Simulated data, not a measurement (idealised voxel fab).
Process module in this document: voxel ribs on slabs
It is cross-section cut that appears here, measuring 150 nm in width, its square cells being 5 nm in size.
A cross-section is a grid of square cells, given in bands from the top down. A band is one or more rows of cells.
The entry gives the band's vertical extent as a top height and a bottom height in nm, then its horizontal make-up as materials from left to right, each with a width in nm. "blank" stands for empty space; a single material marked "full width" fills the band edge to edge.
Counting heights begins at 0, where everything beneath is, in the wafer as received, one material. The lowest band has no bottom; it goes on downwards, as "z 0 and below" shows.
With a width like "30->40", each row of cells in the band differs from the next by the same amount, the top row carrying the first number and the bottom row the second.
Key: "identical to before" - step with no changed cell in the cross-section.
In "Closed cavities" the enclosed voids are listed, meaning empty spaces of 8 cells or larger without any opening to the top. The form is width x height at distance, distance from the left edge, units nm.
Read whatever lies past the settings on a step's line as the simulator's own remark about the step.
For masked steps, "overlay nm" on the step line gives how far right of plan the mask actually lay; a minus sign means it lay to the left.

### Listed below are the process steps as planned
step 1: RECEIVE: material Si
step 2: DIRECTIONAL_DEP: material SiO2, thk nm 25
step 3: DIRECTIONAL_DEP: material polySi, thk nm 15
step 4: DIRECTIONAL_DEP: material aC, thk nm 15
step 5: PATTERN: tone cover, mask id RIB, material resist, width nm 20, thk nm 30, overlay nm -15
step 6: DIRECTIONAL_ETCH: etch materials aC, depth nm 15
step 7: STRIP: etch materials resist
step 8: DIRECTIONAL_ETCH: etch materials polySi, depth nm 5
step 9: STRIP: etch materials aC
step 10: MASKED_ETCH: tone cover, mask id SLAB, width nm 70, etch materials polySi, depth nm 10, overlay nm 0
step 11: FILL_DEP: material SiO2, thk nm 30
step 12: CMP: height nm 60
step 13: DIRECTIONAL_DEP: material TiN, thk nm 10
step 14: PATTERN: tone cover, mask id HEATER, material resist, width nm 30, thk nm 15, overlay nm 0
step 15: DIRECTIONAL_ETCH: etch materials TiN, depth nm 10
step 16: STRIP: etch materials resist
step 17: CONFORMAL_DEP: material SiO2, thk nm 10
Across this set of wafers, the varied parameter is the overlay nm of step 5. Starting conditions are identical for every wafer, and the plan reports the value assigned to the first wafer.

### This is how the first of several wafers looked in cross-section when it arrived, which is after step 1
* z 0 and below: Si full width
* Closed cavities: none

### So in this table every wafer gets its own row, and what you see is where it stands at the end of the module: for each material, how many cells it picked up (+) or gave up (-) since we received it, and after that its closed voids
overlay nm -15, +396 SiO2, +12 TiN, +32 polySi, Closed cavities: none
overlay nm -10, +396 SiO2, +12 TiN, +32 polySi, Closed cavities: none
overlay nm -5, +396 SiO2, +12 TiN, +32 polySi, Closed cavities: none
overlay nm 0, +396 SiO2, +12 TiN, +32 polySi, Closed cavities: none
overlay nm 5, +396 SiO2, +12 TiN, +32 polySi, Closed cavities: none
overlay nm 10, +396 SiO2, +12 TiN, +32 polySi, Closed cavities: none
overlay nm 15, +396 SiO2, +12 TiN, +32 polySi, Closed cavities: none
